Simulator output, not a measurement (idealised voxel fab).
Name of the process module below: voxel self aligned contacts
For reference, the cross-section in this document is cut, with width 240 nm and square cells of 5 nm.
Reading order for cross-sections: top band down to bottom band. Underlying form: a grid of square cells. Band size: one or more rows of cells.
Basically the band line says how high the top is and how high the bottom is, in nm, and then what's in it from left to right, every material with its width in nm. Empty space shows up as "blank", and if a single material carries "edge to edge" it runs the full band edge to edge.
Measure heights from 0. That's the level where, below it, the as-received wafer is all one material. The lowest band is bottomless and extends downward; write it as in "0 and below".
It should be noted that a width expressed as "30 to 40" varies in equal increments from row to row of cells within the band, taking the value of the first number at the top row and that of the second number at the bottom row.
No cell of the cross-section changed in a step that is given as "identical to before".
Voids not open to the top, 8 cells minimum: see "Enclosed internal voids". Written width x height at distance; distance is from the left edge; nm.
Read whatever lies past the settings on a step's line as the simulator's own remark about the step.
overlay nm: mask right of planned place by this much (step with mask). Neg. = left.

Listed below are the process steps as planned:
| 1 | op RECEIVE | material Si |
| 2 | op OXIDIZE | depth nm 5 |
| 3 | op DIRECTIONAL_DEP | material polySi | thk nm 20 |
| 4 | op DIRECTIONAL_DEP | material SiN | thk nm 20 |
| 5 | op PATTERN | tone cover | mask id GATE | material resist | width nm 35 | pitch nm 75 | thk nm 20 | overlay nm 0 |
| 6 | op DIRECTIONAL_ETCH | etch materials SiN | depth nm 20 |
| 7 | op DIRECTIONAL_ETCH | etch materials polySi | depth nm 20 |
| 8 | op STRIP | etch materials resist |
| 9 | op CONFORMAL_DEP | material SiN | thk nm 10 |
| 10 | op DIRECTIONAL_ETCH | etch materials SiN | depth nm 10 |
| 11 | op FILL_DEP | material SiO2 | thk nm 15 |
| 12 | op CMP | height nm 45 |
| 13 | op MASKED_ETCH | tone open | mask id CONTACT | width nm 50 | pitch nm 75 | etch materials SiO2 | depth nm 50 | overlay nm 0 |
| 14 | op CONFORMAL_DEP | material TiN | thk nm 5 |
| 15 | op FILL_DEP | material W | thk nm 5 |
| 16 | op CMP | height nm 45 |
| 17 | op CONFORMAL_DEP | material SiN | thk nm 5 |

Incoming wafer in cross-section (state: after step 1):
- 0 and below: Si edge to edge
- Enclosed internal voids: none

Final wafer profile in cross-section after the module, from the same start and plan as above, with one mistake made during processing:
- 50 down to 45: SiN edge to edge
- 45 down to 35: 55 nm SiO2; 5 nm TiN; 40 nm W; 5 nm TiN; 25 nm SiO2; 5 nm TiN; 40 nm W; 5 nm TiN; 60 nm SiO2
- 35 down to 30: 55 nm SiO2; 10 nm TiN; 30 nm W; 10 nm TiN; 25 nm SiO2; 10 nm TiN; 30 nm W; 10 nm TiN; 60 nm SiO2
- 30 down to 20: 25 nm SiO2; 35 nm SiN; 5 nm TiN; 30 nm W; 5 nm TiN; 35 nm SiN; 5 nm TiN; 30 nm W; 5 nm TiN; 35 nm SiN; 30 nm SiO2
- 20 down to 0: 25 nm SiO2; 35 nm polySi; 5 nm TiN; 30 nm W; 5 nm TiN; 35 nm polySi; 5 nm TiN; 30 nm W; 5 nm TiN; 35 nm polySi; 30 nm SiO2
- 0 down to -5: 60 nm SiO2; 40 nm TiN; 35 nm SiO2; 40 nm TiN; 65 nm SiO2
- -5 and below: Si edge to edge
- Enclosed internal voids: none
What broke from the plan during processing? step 9 of the plan was omitted and not executed
